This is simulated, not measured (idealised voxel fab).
The process module that follows is named voxel plated lines.
This is section cut - it's 290 nm across, gridded in 5 nm square cells.
Notation: cross-section as square-cell grid; stated in bands, top first, going down; one or more cell rows per band. The band entry comprises the height of the band's top followed by the height of its bottom, expressed in nm, and subsequently the band's materials from left to right, each stated together with its width in nm. Where a single material is marked with the word "everywhere", that material fills the band from edge to edge. The word "blank" represents empty space. Heads up on the height convention: 0 is the point under which the incoming wafer is all one material, and the lowest band has no bottom, it just keeps going down, like "0..down". The expression "30..40" gives the width at the extremes of the band, the first number at its top row of cells and the second at its bottom row, with the width changing by equal amounts from each row to the next in between. "no alterations made" after a step means that no cell of the cross-section changed. "Sealed void list": empty spaces of 8 cells or more with no open way to the top, each given as width x height at distance, distance from the left edge, all in nm. On a step's line, text after the settings is the simulator commenting on that step. For masked steps, "overlay nm" on the step line gives how far right of plan the mask actually lay; a minus sign means it lay to the left.

### So here's the lineup of process steps we planned
1) op RECEIVE | material Si
2) op CONFORMAL_DEP | material Al2O3 | thk nm 10
3) op DIRECTIONAL_DEP | material TiN | thk nm 5
4) op PATTERN | tone open | mask id LINES | material resist | width nm 20 | pitch nm 60 | thk nm 40 | overlay nm 0
5) op EPI | material Ru | thk nm 5
6) op EPI | material Ru | thk nm 5
7) op EPI | material Ru | thk nm 5
8) op STRIP | etch materials resist
9) op DIRECTIONAL_ETCH | etch materials TiN | depth nm 5
10) op CONFORMAL_DEP | material SiO2 | thk nm 5
Wafers differ in width nm at step 4; plan lists the first wafer's value; identical starting state.

### Cross-section of the first of several received wafers, showing its state after step 1
  0..down | Si everywhere
  Sealed void list: none

### Every row in this table is a wafer at the end of the module, and it gives, for each of the materials, the cells that wafer has gained (+) or lost (-) since it was received, then its closed voids
width nm 20 | +116 Al2O3 | +24 Ru | +74 SiO2 | +8 TiN | Sealed void list: none
width nm 25 | +116 Al2O3 | +30 Ru | +74 SiO2 | +10 TiN | Sealed void list: none
width nm 30 | +116 Al2O3 | +36 Ru | +74 SiO2 | +12 TiN | Sealed void list: none
width nm 35 | +116 Al2O3 | +42 Ru | +74 SiO2 | +14 TiN | Sealed void list: none
width nm 40 | +116 Al2O3 | +48 Ru | +74 SiO2 | +16 TiN | Sealed void list: none
width nm 45 | +116 Al2O3 | +54 Ru | +74 SiO2 | +18 TiN | Sealed void list: none
